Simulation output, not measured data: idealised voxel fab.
process module | voxel trench capacitor
cross-section cut | 215 nm wide | cells 5 nm
A cross-section is a grid of square cells, given in bands from the top down. A band is one or more rows of cells.
Each band's line starts with the height of the band's top and of its bottom, in nm. Then come its materials from left to right, each with its width in nm. One material with "throughout" fills the band from edge to edge. "air" is empty space.
Height 0 is the level under which the wafer as received is all one material. The lowest band goes on downwards, as in "0 down".
A width such as "30 to 40" changes by the same amount from each row of cells to the next, from the band's top row to its bottom row.
"no change" after a step means that no cell of the cross-section changed.
closed voids: empty space of 8 cells or more with no open way to the top, each as width x height at its distance from the left edge, in nm
after a step's settings: what the simulator itself notes on the step
overlay nm, on a step with a mask: how far to the right of its planned place the mask lay; to the left if negative
plan
1 op RECEIVE | material Si
2 op CONFORMAL_DEP | material SiN | thk nm 10
3 op DIRECTIONAL_DEP | material aC | thk nm 15
4 op PATTERN | tone open | mask id TRENCH | material resist | width nm 30 | pitch nm 50 | thk nm 30 | overlay nm 0
5 op DIRECTIONAL_ETCH | etch materials aC | depth nm 15
6 op STRIP | etch materials resist
7 op DIRECTIONAL_ETCH | etch materials SiN | depth nm 10
8 op DIRECTIONAL_ETCH | etch materials Si | depth nm 35
9 op STRIP | etch materials aC
10 op CONFORMAL_DEP | material HfO2 | thk nm 5
11 op CONFORMAL_DEP | material TiN | thk nm 5
12 op FILL_DEP | material W | thk nm 10
13 op CMP | height nm 10
as received, after step 1
  0 down: Si throughout
  closed voids: none
a wafer at the end: this start, this plan, one mistake
  10 to 0: SiN 15 | TiN 5 | HfO2 5 | W 10 | HfO2 5 | TiN 5 | SiN 20 | TiN 5 | HfO2 5 | W 10 | HfO2 5 | TiN 5 | SiN 20 | TiN 5 | HfO2 5 | W 10 | HfO2 5 | TiN 5 | SiN 20 | TiN 5 | HfO2 5 | W 10 | HfO2 5 | TiN 5 | SiN 20
  0 to -25: Si 15 | TiN 5 | HfO2 5 | W 10 | HfO2 5 | TiN 5 | Si 20 | TiN 5 | HfO2 5 | W 10 | HfO2 5 | TiN 5 | Si 20 | TiN 5 | HfO2 5 | W 10 | HfO2 5 | TiN 5 | Si 20 | TiN 5 | HfO2 5 | W 10 | HfO2 5 | TiN 5 | Si 20
  -25 to -30: Si 15 | TiN 5 | HfO2 20 | TiN 5 | Si 20 | TiN 5 | HfO2 20 | TiN 5 | Si 20 | TiN 5 | HfO2 20 | TiN 5 | Si 20 | TiN 5 | HfO2 20 | TiN 5 | Si 20
  -30 to -35: Si 15 | TiN 30 | Si 20 | TiN 30 | Si 20 | TiN 30 | Si 20 | TiN 30 | Si 20
  -35 down: Si throughout
  closed voids: none
what went wrong: steps 10 and 11 were swapped
